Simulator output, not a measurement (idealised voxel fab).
voxel quadruple lines: a process module
It is cross-section cut that appears here, measuring 295 nm in width, its square cells being 5 nm in size.
Each cross-section below is a grid of square cells, stated as bands in top-down order, with one or more rows of cells making up each band.
This entry defines a band. It first specifies the height of the band's top and the height of its bottom in nm, and then specifies the band's materials from left to right, stating each material with its width in nm. The word "everywhere" identifies a single material that fills the band from edge to edge, while the word "empty" identifies empty space.
Heights are expressed relative to 0, this being the level below which the as-received wafer comprises one material exclusively. The lowest band is unbounded in the downward direction and is denoted as in "0 down".
Width "30 to 40": first value at the band's top row of cells, second value at its bottom row, equal change from row to row.
Reading "no modifications" for a step: not a cell of the cross-section changed in it.
You'll see "Sealed internal cavities" listing empty spaces that have no way open to the top, as long as they're 8 cells or more; the notation is width x height at distance, where the distance is from the left edge, and all of it is in nm.
What comes after the settings on a step's line is commentary from the simulator itself on that step.
Each step line may optionally specify "overlay nm", which for a step with a mask gives the rightward distance between the mask's planned place and where it lay, a negative value indicating the leftward direction.
The following list gives the planned process steps
1) RECEIVE (material Si)
2) CONFORMAL_DEP (material Al2O3; thk nm 5)
3) DIRECTIONAL_DEP (material TiN; thk nm 15)
4) DIRECTIONAL_DEP (material polySi; thk nm 20)
5) DIRECTIONAL_DEP (material aC; thk nm 20)
6) PATTERN (tone cover; mask id MANDREL; material resist; width nm 20; thk nm 30; overlay nm 0)
7) DIRECTIONAL_ETCH (etch materials aC; depth nm 20)
8) STRIP (etch materials resist)
9) CONFORMAL_DEP (material SiO2; thk nm 10)
10) DIRECTIONAL_ETCH (etch materials SiO2; depth nm 10)
11) STRIP (etch materials aC)
12) DIRECTIONAL_ETCH (etch materials polySi; depth nm 20)
13) STRIP (etch materials SiO2)
14) CONFORMAL_DEP (material SiCN; thk nm 5)
15) DIRECTIONAL_ETCH (etch materials SiCN; depth nm 5)
16) STRIP (etch materials polySi)
17) DIRECTIONAL_ETCH (etch materials TiN; depth nm 15)
18) STRIP (etch materials SiCN)
Delivered wafer in cross-section: state after step 1
0 down: Si everywhere
Sealed internal cavities: none
Cross-sectional result after module completion. Note: starting condition and plan are unchanged from above; one processing mistake was made
20 to 5: 125 empty; 5 TiN; 10 empty; 5 TiN; 5 empty; 5 TiN; 10 empty; 5 TiN; 125 empty
5 to 0: Al2O3 everywhere
0 down: Si everywhere
Sealed internal cavities: none
Which mistake was made when the wafer was run? off-plan run, step 6, actual operation and settings PATTERN (tone cover; mask id MANDREL; material resist; width nm 15; thk nm 30; overlay nm 0)
